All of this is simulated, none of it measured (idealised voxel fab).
The process module that follows is named voxel wiring stack.
The cross-section on display is named cut; it measures 225 nm wide, and its cells are 5 nm squares.
A cross-section is a grid of square cells, given in bands from the top down. A band is one or more rows of cells. Heights first: top, then bottom, in nm. Then materials, left to right, each with a width in nm. "edge to edge" on a single material: fills the band edge to edge. "blank": empty space. Convention: height 0 is the level below which the wafer, as received, is all one material. The lowest band does not terminate at the bottom but continues downward, represented as "top 0, no bottom". So if you see something like "30..40" for the width, read it as the top row of the band sitting at the first number and the bottom row at the second, with every row in between moving by the same amount as the last. Key: "remains unaltered" - step with no changed cell in the cross-section. Basically, "Catalogued sealed voids" tells you about the enclosed voids: empty spaces with no open way to the top, 8 cells or bigger, each written width x height at distance, where distance is from the left edge, all in nm. Text after the settings on a step's line: the simulator's own remark on that step. The "overlay nm" setting may appear on a step's line; for a step that uses a mask, it gives how far to the right of its planned position the mask lay, and a negative value indicates the left.
[The steps planned for the process are as follows]
1) RECEIVE,material Si
2) CONFORMAL_DEP,material SiO2,thk nm 15
3) CONFORMAL_DEP,material SiN,thk nm 5
4) DIRECTIONAL_DEP,material lowk,thk nm 20
5) MASKED_ETCH,tone open,mask id METAL_1,width nm 25,pitch nm 55,etch materials lowk,depth nm 20,overlay nm 0
6) MASKED_ETCH,tone open,mask id METAL_1,width nm 25,pitch nm 55,etch materials SiN,depth nm 5,overlay nm 0
7) CONFORMAL_DEP,material TiN,thk nm 5
8) FILL_DEP,material Cu,thk nm 5
9) CMP,height nm 40
10) EPI,material Ru,thk nm 5
11) FILL_DEP,material SiCN,thk nm 5
12) DIRECTIONAL_DEP,material SiO2,thk nm 20
13) MASKED_ETCH,tone open,mask id PLUG_1,width nm 15,etch materials SiO2,depth nm 20,overlay nm 0
14) MASKED_ETCH,tone open,mask id PLUG_1,width nm 15,etch materials SiCN,depth nm 5,overlay nm 0
15) CONFORMAL_DEP,material TiN,thk nm 5
16) FILL_DEP,material Cu,thk nm 5
17) CMP,height nm 70
18) DIRECTIONAL_DEP,material TiN,thk nm 5
19) DIRECTIONAL_DEP,material W,thk nm 25
20) DIRECTIONAL_DEP,material aC,thk nm 10
21) PATTERN,tone cover,mask id METAL_2,material resist,width nm 25,pitch nm 55,thk nm 30,overlay nm 0
22) DIRECTIONAL_ETCH,etch materials aC,depth nm 10
23) STRIP,etch materials resist
24) DIRECTIONAL_ETCH,etch materials W,depth nm 25
25) DIRECTIONAL_ETCH,etch materials TiN,depth nm 5
26) STRIP,etch materials aC
27) FILL_DEP,material lowk,thk nm 5
28) CMP,height nm 100
29) CONFORMAL_DEP,material SiCN,thk nm 5
30) DIRECTIONAL_DEP,material lowk,thk nm 30
31) PATTERN,tone open,mask id METAL_3,material resist,width nm 25,pitch nm 55,thk nm 20,overlay nm 0
32) DIRECTIONAL_ETCH,etch materials lowk,depth nm 15
33) STRIP,etch materials resist
34) MASKED_ETCH,tone open,mask id METAL_3_HOLES,width nm 15,etch materials lowk,depth nm 15,overlay nm 0
35) MASKED_ETCH,tone open,mask id METAL_3_HOLES,width nm 15,etch materials SiCN,depth nm 5,overlay nm 0
36) CONFORMAL_DEP,material TiN,thk nm 5
37) FILL_DEP,material Cu,thk nm 5
38) CMP,height nm 135
39) CONFORMAL_DEP,material SiCN,thk nm 5
40) DIRECTIONAL_DEP,material lowk,thk nm 15
41) MASKED_ETCH,tone open,mask id PLUG_3,width nm 15,pitch nm 55,etch materials lowk,depth nm 15,overlay nm 0
42) MASKED_ETCH,tone open,mask id PLUG_3,width nm 15,pitch nm 55,etch materials SiCN,depth nm 5,overlay nm 0
43) EPI,material Ru,thk nm 10
44) EPI,material Ru,thk nm 10
45) CONFORMAL_DEP,material SiN,thk nm 5
46) DIRECTIONAL_DEP,material SiO2,thk nm 15
47) MASKED_ETCH,tone open,mask id METAL_4,width nm 25,pitch nm 55,etch materials SiO2,depth nm 15,overlay nm 0
48) MASKED_ETCH,tone open,mask id METAL_4,width nm 25,pitch nm 55,etch materials SiN,depth nm 5,overlay nm 0
49) CONFORMAL_DEP,material TiN,thk nm 5
50) FILL_DEP,material Ru,thk nm 5
51) CMP,height nm 175
52) CONFORMAL_DEP,material SiN,thk nm 5
[Step 1 complete: cross-section of the wafer as received]
top 0, no bottom | Si edge to edge
Catalogued sealed voids: none
[Look at the cross-section after the module: the wafer started out the way shown above and the plan was the one shown above, yet one mistake was made along the way]
top 180, bottom 175 | SiN edge to edge
top 175, bottom 160 | SiO2 70  TiN 5  Ru 15  TiN 5  SiO2 30  TiN 5  Ru 15  TiN 5  SiO2 75
top 160, bottom 155 | SiN 70  TiN 25  SiN 30  TiN 25  SiN 75
top 155, bottom 140 | lowk 70  Ru 15  lowk 40  Ru 15  lowk 85
top 140, bottom 135 | SiCN 70  Ru 15  SiCN 40  Ru 15  SiCN 85
top 135, bottom 125 | lowk 70  TiN 5  Cu 15  TiN 5  lowk 30  TiN 5  Cu 15  TiN 5  lowk 75
top 125, bottom 120 | lowk 70  TiN 5  Cu 5  TiN 15  lowk 30  TiN 25  lowk 75
top 120, bottom 105 | lowk 70  TiN 5  Cu 5  TiN 5  lowk 140
top 105, bottom 100 | SiCN 70  TiN 15  SiCN 140
top 100, bottom 75 | lowk 70  W 25  lowk 30  W 25  lowk 75
top 75, bottom 70 | lowk 70  TiN 25  lowk 30  TiN 25  lowk 75
top 70, bottom 65 | Cu edge to edge
top 65, bottom 60 | TiN 75  Cu 5  TiN 145
top 60, bottom 50 | SiO2 70  TiN 5  Cu 5  TiN 5  SiO2 140
top 50, bottom 45 | SiCN 70  TiN 15  SiCN 140
top 45, bottom 40 | SiCN 65  Ru 35  SiCN 20  Ru 35  SiCN 70
top 40, bottom 20 | lowk 70  TiN 5  Cu 15  TiN 5  lowk 30  TiN 5  Cu 15  TiN 5  lowk 75
top 20, bottom 15 | SiN 70  TiN 25  SiN 30  TiN 25  SiN 75
top 15, bottom 0 | SiO2 edge to edge
top 0, no bottom | Si edge to edge
Catalogued sealed voids: none
What was the processing mistake? step 12 deviated from plan and actually ran as DIRECTIONAL_DEP,material SiO2,thk nm 10
